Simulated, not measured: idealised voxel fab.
process module | voxel ribs on slabs
cross-section cut | 230 nm wide | cells 5 nm
A cross-section is a grid of square cells, given in bands from the top down. A band is one or more rows of cells.
Each band's line starts with the height of the band's top and of its bottom, in nm. Then come its materials from left to right, each with its width in nm. One material with "throughout" fills the band from edge to edge. "air" is empty space.
Height 0 is the level under which the wafer as received is all one material. The lowest band goes on downwards, as in "0 down".
A width such as "30 to 40" changes by the same amount from each row of cells to the next, from the band's top row to its bottom row.
"no change" after a step means that no cell of the cross-section changed.
closed voids: empty space of 8 cells or more with no open way to the top, each as width x height at its distance from the left edge, in nm
after a step's settings: what the simulator itself notes on the step
overlay nm, on a step with a mask: how far to the right of its planned place the mask lay; to the left if negative
plan
1 op RECEIVE | material Si
2 op DIRECTIONAL_DEP | material SiO2 | thk nm 25
3 op DIRECTIONAL_DEP | material SiN | thk nm 20
4 op PATTERN | tone cover | mask id RIB | material resist | width nm 20 | thk nm 15 | overlay nm 0
5 op DIRECTIONAL_ETCH | etch materials SiN | depth nm 5
6 op STRIP | etch materials resist
7 op PATTERN | tone cover | mask id SLAB | material resist | width nm 50 | thk nm 20 | overlay nm 0
8 op DIRECTIONAL_ETCH | etch materials SiN | depth nm 15
9 op STRIP | etch materials resist
10 op FILL_DEP | material SiO2 | thk nm 15
11 op CMP | height nm 55
12 op DIRECTIONAL_DEP | material W | thk nm 5
13 op PATTERN | tone cover | mask id HEATER | material resist | width nm 30 | thk nm 20 | overlay nm 0
14 op DIRECTIONAL_ETCH | etch materials W | depth nm 5
15 op STRIP | etch materials resist
16 op CONFORMAL_DEP | material SiN | thk nm 10
as received, after step 1
  0 down: Si throughout
  closed voids: none
a wafer at the end: this start, this plan, one mistake
  70 to 65: air 90 | SiN 50 | air 90
  65 to 60: SiN throughout
  60 to 55: SiN 100 | W 30 | SiN 100
  55 to 45: SiO2 throughout
  45 to 40: SiO2 90 | SiN 15 | SiO2 20 | SiN 15 | SiO2 90
  40 to 30: SiO2 90 | SiN 50 | SiO2 90
  30 to 25: SiN throughout
  25 to 0: SiO2 throughout
  0 down: Si throughout
  closed voids: none
what went wrong: step 4 ran as: op PATTERN | tone open | mask id RIB | material resist | width nm 20 | thk nm 15 | overlay nm 0
